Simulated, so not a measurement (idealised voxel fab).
The process module presented herein is designated voxel capacitor over wiring.
We display cut, a cross-section 255 nm in width whose square cells are each 5 nm.
A cross-section in this document is a grid of square cells, and it is written down as bands, the top band listed before the ones below it; a band is made up of one or more rows of cells.
The band entry comprises the height of the band's top followed by the height of its bottom, expressed in nm, and subsequently the band's materials from left to right, each stated together with its width in nm. Where a single material is marked with the word "everywhere", that material fills the band from edge to edge. The word "air" represents empty space.
Ref level 0: as-received wafer is one material below here. Bottom band extends down with no lower bound ("0 down").
Think of "30->40" as a width that walks from the first number to the second as you go down the band, top row to bottom row, taking equal-sized steps from row to row.
You'll sometimes find "no alterations made" written for a step, and that's the way of saying that nowhere in the cross-section did a cell change during that step.
Unvented internal voids: empty space of 8 cells or more with no open way to the top, each as width x height at its distance from the left edge, in nm
Note: text after step settings on the step line = simulator remark on that step.
Among the settings permitted on a step's line is "overlay nm"; applied to a step with a mask, it specifies the extent to which the mask lay to the right of its planned position, whereas a negative figure signifies a position to the left.
### Planned process steps
- 1: RECEIVE,material Si
- 2: CONFORMAL_DEP,material SiO2,thk nm 15
- 3: CONFORMAL_DEP,material SiN,thk nm 5
- 4: DIRECTIONAL_DEP,material lowk,thk nm 25
- 5: DIRECTIONAL_DEP,material aC,thk nm 10
- 6: PATTERN,tone open,mask id METAL_1,material resist,width nm 25,pitch nm 95,thk nm 25,overlay nm 0
- 7: DIRECTIONAL_ETCH,etch materials aC,depth nm 10
- 8: STRIP,etch materials resist
- 9: DIRECTIONAL_ETCH,etch materials lowk,depth nm 25
- 10: DIRECTIONAL_ETCH,etch materials SiN,depth nm 5
- 11: STRIP,etch materials aC
- 12: CONFORMAL_DEP,material TiN,thk nm 5
- 13: FILL_DEP,material Cu,thk nm 10
- 14: CMP,height nm 45
- 15: CONFORMAL_DEP,material SiCN,thk nm 5
- 16: DIRECTIONAL_DEP,material SiO2,thk nm 10
- 17: PATTERN,tone open,mask id PLUG_1,material resist,width nm 15,thk nm 15,overlay nm 0
- 18: DIRECTIONAL_ETCH,etch materials SiO2,depth nm 10
- 19: DIRECTIONAL_ETCH,etch materials SiCN,depth nm 5
- 20: STRIP,etch materials resist
- 21: CONFORMAL_DEP,material TiN,thk nm 5
- 22: FILL_DEP,material W,thk nm 10
- 23: CMP,height nm 60
- 24: DIRECTIONAL_DEP,material TiN,thk nm 10
- 25: DIRECTIONAL_DEP,material SiN,thk nm 5
- 26: DIRECTIONAL_DEP,material TiN,thk nm 10
- 27: DIRECTIONAL_DEP,material aC,thk nm 10
- 28: PATTERN,tone cover,mask id UPPER_PLATE,material resist,width nm 75,thk nm 25,overlay nm 0
- 29: DIRECTIONAL_ETCH,etch materials aC,depth nm 10
- 30: STRIP,etch materials resist
- 31: DIRECTIONAL_ETCH,etch materials TiN,depth nm 10
- 32: DIRECTIONAL_ETCH,etch materials SiN,depth nm 5
- 33: STRIP,etch materials aC
- 34: DIRECTIONAL_DEP,material aC,thk nm 15
- 35: PATTERN,tone cover,mask id LOWER_PLATE,material resist,width nm 85,thk nm 30,overlay nm 0
- 36: DIRECTIONAL_ETCH,etch materials aC,depth nm 15
- 37: STRIP,etch materials resist
- 38: DIRECTIONAL_ETCH,etch materials TiN,depth nm 10
- 39: STRIP,etch materials aC
- 40: FILL_DEP,material SiO2,thk nm 15
- 41: CMP,height nm 95
- 42: DIRECTIONAL_DEP,material aC,thk nm 10
- 43: PATTERN,tone open,mask id PLUG_2,material resist,width nm 15,thk nm 25,overlay nm 0
- 44: DIRECTIONAL_ETCH,etch materials aC,depth nm 10
- 45: STRIP,etch materials resist
- 46: DIRECTIONAL_ETCH,etch materials SiO2,depth nm 10
- 47: STRIP,etch materials aC
- 48: CONFORMAL_DEP,material TiN,thk nm 5
- 49: FILL_DEP,material Cu,thk nm 5
- 50: CMP,height nm 95
- 51: CONFORMAL_DEP,material SiN,thk nm 5
### Wafer cross-section on receipt, i.e. after step 1
0 down | Si everywhere
Unvented internal voids: none
### Sectioned view, first of two wafers, at the close of the module, processed as intended in the plan
100 to 95 | SiN everywhere
95 to 90 | SiO2 85 / TiN 5 / Cu 5 / TiN 5 / SiO2 155
90 to 85 | SiO2 85 / TiN 15 / SiO2 155
85 to 75 | SiO2 75 / TiN 75 / SiO2 105
75 to 70 | SiO2 75 / SiN 75 / SiO2 105
70 to 60 | SiO2 70 / TiN 85 / SiO2 100
60 to 50 | SiO2 75 / TiN 5 / W 5 / TiN 5 / SiO2 165
50 to 45 | SiCN 75 / TiN 15 / SiCN 165
45 to 20 | lowk 65 / TiN 5 / Cu 15 / TiN 5 / lowk 70 / TiN 5 / Cu 15 / TiN 5 / lowk 70
20 to 15 | SiN 65 / TiN 25 / SiN 70 / TiN 25 / SiN 70
15 to 0 | SiO2 everywhere
0 down | Si everywhere
Unvented internal voids: none
### Now the second wafer, cross-sectioned at the end of the module. Nothing different at the start, nothing different in the plan compared with the first, just one mistake when it was actually run
100 to 95 | SiN everywhere
95 to 90 | SiO2 85 / TiN 5 / Cu 5 / TiN 5 / SiO2 155
90 to 85 | SiO2 85 / TiN 15 / SiO2 155
85 to 75 | SiO2 75 / TiN 75 / SiO2 105
75 to 70 | SiO2 75 / SiN 75 / SiO2 105
70 to 60 | SiO2 70 / TiN 85 / SiO2 100
60 to 55 | SiCN 75 / TiN 15 / SiCN 165
55 to 45 | SiO2 everywhere
45 to 20 | lowk 65 / TiN 5 / Cu 15 / TiN 5 / lowk 70 / TiN 5 / Cu 15 / TiN 5 / lowk 70
20 to 15 | SiN 65 / TiN 25 / SiN 70 / TiN 25 / SiN 70
15 to 0 | SiO2 everywhere
0 down | Si everywhere
Unvented internal voids: none
It is concluded that the wafer was processed incorrectly with respect to the plan, in that deviation from plan: step 16 and step 15 executed in one another's positions
Wafer comparison, final, in cells, second relative to first, materials more or fewer: SiO2 +6, TiN -4, W -2
